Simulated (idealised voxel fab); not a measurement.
The following process module bears the name voxel capacitor over wiring.
The cross-section on display is named cut; it measures 270 nm wide, and its cells are 5 nm squares.
Bands, listed from the top down, are how a cross-section gets written in this document; the cross-section itself is a grid of square cells, and a band is one or more rows of them.
Band: top height; bottom height; in nm. Then, left to right: material with width in nm, for each material. "everywhere": a single material spanning edge to edge. "air": empty space.
Basically, 0 is our baseline, since under it the wafer straight out of the box is all one material. The bottom band has no lower end and keeps on going down, so it looks like "0 nm and below".
Width: "30..40" (first number = top row, second number = bottom row, same change from row to row of cells).
Given "no change" for a step, no cell of the cross-section differs between before and after that step.
"Entrapped voids": empty spaces of 8 cells or more with no open way to the top, each given as width x height at distance, distance from the left edge, all in nm.
On a step's line, text after the settings is the simulator commenting on that step.
overlay nm, on a step with a mask: how far to the right of its planned place the mask lay; to the left if negative
# Here's what the planned process steps look like
| 1 | op RECEIVE | material Si |
| 2 | op CONFORMAL_DEP | material SiO2 | thk nm 10 |
| 3 | op CONFORMAL_DEP | material SiN | thk nm 5 |
| 4 | op DIRECTIONAL_DEP | material SiO2 | thk nm 20 |
| 5 | op DIRECTIONAL_DEP | material aC | thk nm 10 |
| 6 | op PATTERN | tone open | mask id METAL_1 | material resist | width nm 25 | pitch nm 80 | thk nm 25 | overlay nm 0 |
| 7 | op DIRECTIONAL_ETCH | etch materials aC | depth nm 10 |
| 8 | op STRIP | etch materials resist |
| 9 | op DIRECTIONAL_ETCH | etch materials SiO2 | depth nm 20 |
| 10 | op DIRECTIONAL_ETCH | etch materials SiN | depth nm 5 |
| 11 | op STRIP | etch materials aC |
| 12 | op CONFORMAL_DEP | material TiN | thk nm 5 |
| 13 | op FILL_DEP | material Ru | thk nm 5 |
| 14 | op CMP | height nm 35 |
| 15 | op CONFORMAL_DEP | material SiCN | thk nm 5 |
| 16 | op DIRECTIONAL_DEP | material lowk | thk nm 10 |
| 17 | op PATTERN | tone open | mask id PLUG_1 | material resist | width nm 15 | thk nm 20 | overlay nm 0 |
| 18 | op DIRECTIONAL_ETCH | etch materials lowk | depth nm 10 |
| 19 | op DIRECTIONAL_ETCH | etch materials SiCN | depth nm 5 |
| 20 | op STRIP | etch materials resist |
| 21 | op CONFORMAL_DEP | material TiN | thk nm 5 |
| 22 | op FILL_DEP | material W | thk nm 10 |
| 23 | op CMP | height nm 50 |
| 24 | op DIRECTIONAL_DEP | material TiN | thk nm 5 |
| 25 | op DIRECTIONAL_DEP | material Al2O3 | thk nm 5 |
| 26 | op DIRECTIONAL_DEP | material TiN | thk nm 5 |
| 27 | op DIRECTIONAL_DEP | material aC | thk nm 15 |
| 28 | op PATTERN | tone cover | mask id UPPER_PLATE | material resist | width nm 60 | thk nm 35 | overlay nm 0 |
| 29 | op DIRECTIONAL_ETCH | etch materials aC | depth nm 15 |
| 30 | op STRIP | etch materials resist |
| 31 | op DIRECTIONAL_ETCH | etch materials TiN | depth nm 5 |
| 32 | op DIRECTIONAL_ETCH | etch materials Al2O3 | depth nm 5 |
| 33 | op STRIP | etch materials aC |
| 34 | op MASKED_ETCH | tone cover | mask id LOWER_PLATE | width nm 70 | etch materials TiN | depth nm 5 | overlay nm 0 |
| 35 | op FILL_DEP | material SiO2 | thk nm 20 |
| 36 | op CMP | height nm 80 |
| 37 | op DIRECTIONAL_DEP | material aC | thk nm 15 |
| 38 | op PATTERN | tone open | mask id PLUG_2 | material resist | width nm 15 | thk nm 35 | overlay nm 0 |
| 39 | op DIRECTIONAL_ETCH | etch materials aC | depth nm 15 |
| 40 | op STRIP | etch materials resist |
| 41 | op DIRECTIONAL_ETCH | etch materials SiO2 | depth nm 15 |
| 42 | op STRIP | etch materials aC |
| 43 | op CONFORMAL_DEP | material TiN | thk nm 5 |
| 44 | op FILL_DEP | material Ru | thk nm 5 |
| 45 | op CMP | height nm 80 |
| 46 | op CONFORMAL_DEP | material SiN | thk nm 5 |
# As-received wafer cross-section (after step 1)
0 nm and below: Si everywhere
Entrapped voids: none
# Cross-sectional image of the first of two wafers at the end of the module, the run having proceeded as planned
85 nm to 80 nm: SiN everywhere
80 nm to 70 nm: SiO2: 100 | TiN: 5 | Ru: 5 | TiN: 5 | SiO2: 155
70 nm to 60 nm: SiO2: 100..90 | TiN: 15..60 | SiO2: 155..120
60 nm to 55 nm: SiO2: 90 | Al2O3: 60 | SiO2: 120
55 nm to 50 nm: SiO2: 85 | TiN: 70 | SiO2: 115
50 nm to 40 nm: lowk: 90 | TiN: 5 | W: 5 | TiN: 5 | lowk: 165
40 nm to 35 nm: SiCN: 90 | TiN: 15 | SiCN: 165
35 nm to 15 nm: SiO2: 80 | TiN: 5 | Ru: 15 | TiN: 5 | SiO2: 55 | TiN: 5 | Ru: 15 | TiN: 5 | SiO2: 85
15 nm to 10 nm: SiN: 80 | TiN: 25 | SiN: 55 | TiN: 25 | SiN: 85
10 nm to 0 nm: SiO2 everywhere
0 nm and below: Si everywhere
Entrapped voids: none
# Here's the second of our two wafers sectioned at module end. Same start as the first, same plan, but one mistake got made running it
85 nm to 80 nm: SiN everywhere
80 nm to 70 nm: SiO2: 100 | TiN: 5 | Ru: 5 | TiN: 5 | SiO2: 155
70 nm to 60 nm: SiO2: 100..90 | TiN: 15..60 | SiO2: 155..120
60 nm to 55 nm: SiO2: 90 | Al2O3: 60 | SiO2: 120
55 nm to 50 nm: SiO2: 85 | TiN: 70 | SiO2: 115
50 nm to 40 nm: lowk: 90 | TiN: 5 | W: 5 | TiN: 5 | lowk: 165
40 nm to 35 nm: SiCN: 90 | TiN: 15 | SiCN: 165
35 nm to 15 nm: SiO2: 70 | TiN: 5 | Ru: 15 | TiN: 5 | SiO2: 55 | TiN: 5 | Ru: 15 | TiN: 5 | SiO2: 95
15 nm to 10 nm: SiN: 70 | TiN: 25 | SiN: 55 | TiN: 25 | SiN: 95
10 nm to 0 nm: SiO2 everywhere
0 nm and below: Si everywhere
Entrapped voids: none
The plan and the run diverged here: so step 6 ended up running with a different setting than we planned, it ran as op PATTERN | tone open | mask id METAL_1 | material resist | width nm 25 | pitch nm 80 | thk nm 25 | overlay nm -10
Final state: per-material cell counts identical on both wafers; locations differ.
